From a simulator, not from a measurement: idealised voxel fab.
Documented hereafter: the process module known as voxel double patterning.
Square cell edge 5 nm, section width 265 nm, ID cut.
Cross-sections here: square-cell grids, written as top-down lists of bands, a band being one or more rows of cells. Basically the band line says how high the top is and how high the bottom is, in nm, and then what's in it from left to right, every material with its width in nm. Empty space shows up as "air", and if a single material carries "all across" it runs the full band edge to edge. The reference from which all heights are counted is 0, the level beneath which the as-received wafer is entirely one material; the lowest band, having no lower bound, proceeds downward and is written after the example "0 and below". Width "30..40": first value at the band's top row of cells, second value at its bottom row, equal change from row to row. Where the words "everything unchanged" appear for a step, the cross-section shows no cell changed by that step; every cell remained as before. Reported under the label "Encapsulated voids" are the empty spaces having no open way to the top and comprising 8 cells or more; the notation for each is width x height at distance, in which the distance is measured from the left edge and all three values are in nm. Read whatever lies past the settings on a step's line as the simulator's own remark about the step. When a step includes a mask, the "overlay nm" setting on its line states how far to the right of its planned place that mask lay, and negative values state how far to the left.

Intended process steps:
1: op RECEIVE | material Si
2: op CONFORMAL_DEP | material SiO2 | thk nm 5
3: op DIRECTIONAL_DEP | material TiN | thk nm 15
4: op DIRECTIONAL_DEP | material SiN | thk nm 5
5: op MASKED_ETCH | tone open | mask id FIRST | width nm 15 | pitch nm 50 | etch materials SiN | depth nm 5 | overlay nm 0
6: op PATTERN | tone open | mask id SECOND | material resist | width nm 15 | pitch nm 50 | thk nm 15 | overlay nm 0
7: op DIRECTIONAL_ETCH | etch materials SiN | depth nm 5
8: op STRIP | etch materials resist
9: op DIRECTIONAL_ETCH | etch materials TiN | depth nm 15
10: op STRIP | etch materials SiN

As-received wafer cross-section (after step 1):
- 0 and below = Si all across
- Encapsulated voids: none

first wafer at the end, as planned:
- 20 down to 5 = TiN 75, then air 15, then TiN 10, then air 15, then TiN 10, then air 15, then TiN 10, then air 15, then TiN 10, then air 15, then TiN 75
- 5 down to 0 = SiO2 all across
- 0 and below = Si all across
- Encapsulated voids: none

Here is the second of the two wafers cut open at the end of the module - same start, same plan as the first one, but we made one mistake running it:
- 20 down to 5 = air 100, then TiN 15, then air 35, then TiN 15, then air 100
- 5 down to 0 = SiO2 all across
- 0 and below = Si all across
- Encapsulated voids: none
The mistake made against the process plan was this: step 6 was not run as planned; what actually ran was op PATTERN | tone cover | mask id SECOND | material resist | width nm 15 | pitch nm 50 | thk nm 15 | overlay nm 0
FYI, end of process, the second wafer has more or fewer cells of some materials than the first: -96 TiN
